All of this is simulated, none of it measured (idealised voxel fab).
process module | voxel tone inversion
cross-section cut | 295 nm wide | cells 5 nm
A cross-section is a grid of square cells, given in bands from the top down. A band is one or more rows of cells.
Each band's line starts with the height of the band's top and of its bottom, in nm. Then come its materials from left to right, each with its width in nm. One material with "throughout" fills the band from edge to edge. "air" is empty space.
Height 0 is the level under which the wafer as received is all one material. The lowest band goes on downwards, as in "0 down".
A width such as "30 to 40" changes by the same amount from each row of cells to the next, from the band's top row to its bottom row.
"no change" after a step means that no cell of the cross-section changed.
closed voids: empty space of 8 cells or more with no open way to the top, each as width x height at its distance from the left edge, in nm
after a step's settings: what the simulator itself notes on the step
overlay nm, on a step with a mask: how far to the right of its planned place the mask lay; to the left if negative
plan
1 op RECEIVE | material Si
2 op CONFORMAL_DEP | material SiCN | thk nm 10
3 op DIRECTIONAL_DEP | material polySi | thk nm 25
4 op PATTERN | tone cover | mask id POSTS | material resist | width nm 25 | pitch nm 45 | thk nm 35 | overlay nm 0
5 op DIRECTIONAL_ETCH | etch materials polySi | depth nm 25
6 op STRIP | etch materials resist
7 op FILL_DEP | material lowk | thk nm 5
8 op CMP | height nm 35
9 op STRIP | etch materials polySi
10 op CONFORMAL_DEP | material TiN | thk nm 5
11 op FILL_DEP | material Cu | thk nm 5
12 op CMP | height nm 35
13 op CONFORMAL_DEP | material SiCN | thk nm 5
as received, after step 1
  0 down: Si throughout
  closed voids: none
first wafer at the end, as planned
  40 to 35: SiCN throughout
  35 to 15: lowk 65 | TiN 5 | Cu 15 | TiN 5 | lowk 20 | TiN 5 | Cu 15 | TiN 5 | lowk 20 | TiN 5 | Cu 15 | TiN 5 | lowk 20 | TiN 5 | Cu 15 | TiN 5 | lowk 70
  15 to 10: lowk 65 | TiN 25 | lowk 20 | TiN 25 | lowk 20 | TiN 25 | lowk 20 | TiN 25 | lowk 70
  10 to 0: SiCN throughout
  0 down: Si throughout
  closed voids: none
second wafer at the end: like start, like plan, one mistake
  40 to 35: SiCN throughout
  35 to 15: Cu 60 | TiN 5 | lowk 25 | TiN 5 | Cu 10 | TiN 5 | lowk 25 | TiN 5 | Cu 10 | TiN 5 | lowk 25 | TiN 5 | Cu 10 | TiN 5 | lowk 25 | TiN 5 | Cu 65
  15 to 10: TiN 65 | lowk 25 | TiN 20 | lowk 25 | TiN 20 | lowk 25 | TiN 20 | lowk 25 | TiN 70
  10 to 0: SiCN throughout
  0 down: Si throughout
  closed voids: none
what went wrong: step 4 ran as: op PATTERN | tone open | mask id POSTS | material resist | width nm 25 | pitch nm 45 | thk nm 35 | overlay nm 0
at the end the second wafer has, in cells: 76 more of Cu | 19 more of TiN | 95 fewer of lowk
